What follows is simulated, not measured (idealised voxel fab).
Title: Process Module voxel gate over fins
For reference, the cross-section in this document is cut, with width 230 nm and square cells of 5 nm.
Cross-section format: a grid of square cells, given as bands from top to bottom; each band is one or more rows of cells. Band entry format. Leading values: height of top, height of bottom, nm. Remainder: materials in left-to-right order, each with its width in nm. Special words: "everywhere" on a single material, which then fills the band edge to edge; "air", empty space. The level at which height equals 0 is the one under which the wafer, as it arrives, is entirely one material. No lower edge exists for the bottom band, which continues downward and is notated as in "top 0, no bottom". Width: "30->40" (first number = top row, second number = bottom row, same change from row to row of cells). "remained the same" -> step changed no cross-section cell. Basically, "Voids lacking openings" tells you about the enclosed voids: empty spaces with no open way to the top, 8 cells or bigger, each written width x height at distance, where distance is from the left edge, all in nm. That trailing text on a step's line, after the settings, is the simulator's own remark on the step. The "overlay nm" setting may appear on a step's line; for a step that uses a mask, it gives how far to the right of its planned position the mask lay, and a negative value indicates the left.

**Planned process steps**
1: RECEIVE: material Si
2: CONFORMAL_DEP: material SiN, thk nm 5
3: DIRECTIONAL_DEP: material aC, thk nm 10
4: PATTERN: tone cover, mask id FINS, material resist, width nm 15, pitch nm 45, thk nm 25, overlay nm 0
5: DIRECTIONAL_ETCH: etch materials aC, depth nm 10
6: STRIP: etch materials resist
7: DIRECTIONAL_ETCH: etch materials SiN, depth nm 5
8: DIRECTIONAL_ETCH: etch materials Si, depth nm 35
9: STRIP: etch materials aC
10: OXIDIZE: depth nm 5
11: FILL_DEP: material SiO2, thk nm 15
12: CMP: height nm 5
13: SELECTIVE_ETCH: etch materials SiO2, depth nm 20
14: STRIP: etch materials SiN
15: CONFORMAL_DEP: material HfO2, thk nm 5
16: CONFORMAL_DEP: material TiN, thk nm 5
17: FILL_DEP: material W, thk nm 15
18: CMP: height nm 20
19: CONFORMAL_DEP: material SiN, thk nm 5
What sets these wafers apart? The width nm at step 4. They all start alike, and the plan carries the first wafer's value.

**Received wafers, first of several: cross-section after step 1**
top 0, no bottom = Si everywhere
Voids lacking openings: none

**First of several wafers, sectioned at end of module (last step: step 19)**
top 25, bottom 20 = SiN everywhere
top 20, bottom 10 = W everywhere
top 10, bottom 5 = 55 nm W; 25 nm TiN; 20 nm W; 25 nm TiN; 20 nm W; 25 nm TiN; 60 nm W
top 5, bottom 0 = 55 nm W; 5 nm TiN; 15 nm HfO2; 5 nm TiN; 20 nm W; 5 nm TiN; 15 nm HfO2; 5 nm TiN; 20 nm W; 5 nm TiN; 15 nm HfO2; 5 nm TiN; 60 nm W
top 0, bottom -5 = 55 nm W; 5 nm TiN; 5 nm HfO2; 5 nm Si; 5 nm HfO2; 5 nm TiN; 20 nm W; 5 nm TiN; 5 nm HfO2; 5 nm Si; 5 nm HfO2; 5 nm TiN; 20 nm W; 5 nm TiN; 5 nm HfO2; 5 nm Si; 5 nm HfO2; 5 nm TiN; 60 nm W
top -5, bottom -10 = 60 nm TiN; 5 nm HfO2; 5 nm Si; 5 nm HfO2; 30 nm TiN; 5 nm HfO2; 5 nm Si; 5 nm HfO2; 30 nm TiN; 5 nm HfO2; 5 nm Si; 5 nm HfO2; 65 nm TiN
top -10, bottom -15 = 65 nm HfO2; 5 nm Si; 40 nm HfO2; 5 nm Si; 40 nm HfO2; 5 nm Si; 70 nm HfO2
top -15, bottom -40 = 65 nm SiO2; 5 nm Si; 40 nm SiO2; 5 nm Si; 40 nm SiO2; 5 nm Si; 70 nm SiO2
top -40, no bottom = Si everywhere
Voids lacking openings: none

**Cross-section of the final wafer among several, taken at the end of the module**
top 25, bottom 20 = SiN everywhere
top 20, bottom 10 = W everywhere
top 10, bottom 5 = 50 nm W; 40 nm TiN; 5 nm W; 40 nm TiN; 5 nm W; 40 nm TiN; 50 nm W
top 5, bottom 0 = 50 nm W; 5 nm TiN; 30 nm HfO2; 5 nm TiN; 5 nm W; 5 nm TiN; 30 nm HfO2; 5 nm TiN; 5 nm W; 5 nm TiN; 30 nm HfO2; 5 nm TiN; 50 nm W
top 0, bottom -5 = 50 nm W; 5 nm TiN; 5 nm HfO2; 20 nm Si; 5 nm HfO2; 5 nm TiN; 5 nm W; 5 nm TiN; 5 nm HfO2; 20 nm Si; 5 nm HfO2; 5 nm TiN; 5 nm W; 5 nm TiN; 5 nm HfO2; 20 nm Si; 5 nm HfO2; 5 nm TiN; 50 nm W
top -5, bottom -10 = 55 nm TiN; 5 nm HfO2; 20 nm Si; 5 nm HfO2; 15 nm TiN; 5 nm HfO2; 20 nm Si; 5 nm HfO2; 15 nm TiN; 5 nm HfO2; 20 nm Si; 5 nm HfO2; 55 nm TiN
top -10, bottom -15 = 60 nm HfO2; 20 nm Si; 25 nm HfO2; 20 nm Si; 25 nm HfO2; 20 nm Si; 60 nm HfO2
top -15, bottom -40 = 60 nm SiO2; 20 nm Si; 25 nm SiO2; 20 nm Si; 25 nm SiO2; 20 nm Si; 60 nm SiO2
top -40, no bottom = Si everywhere
Voids lacking openings: none

**The table below has one row for each wafer; a row shows, as of the end of the module, how many cells of each material the wafer has gained, marked (+), or lost, marked (-), since it was received, and then the wafer's closed voids**
width nm 15 | +64 HfO2 | -344 Si | +46 SiN | +215 SiO2 | +64 TiN | +185 W | Voids lacking openings: none
width nm 20 | +64 HfO2 | -320 Si | +46 SiN | +200 SiO2 | +64 TiN | +176 W | Voids lacking openings: none
width nm 25 | +64 HfO2 | -296 Si | +46 SiN | +185 SiO2 | +64 TiN | +167 W | Voids lacking openings: none
width nm 30 | +64 HfO2 | -272 Si | +46 SiN | +170 SiO2 | +64 TiN | +158 W | Voids lacking openings: none
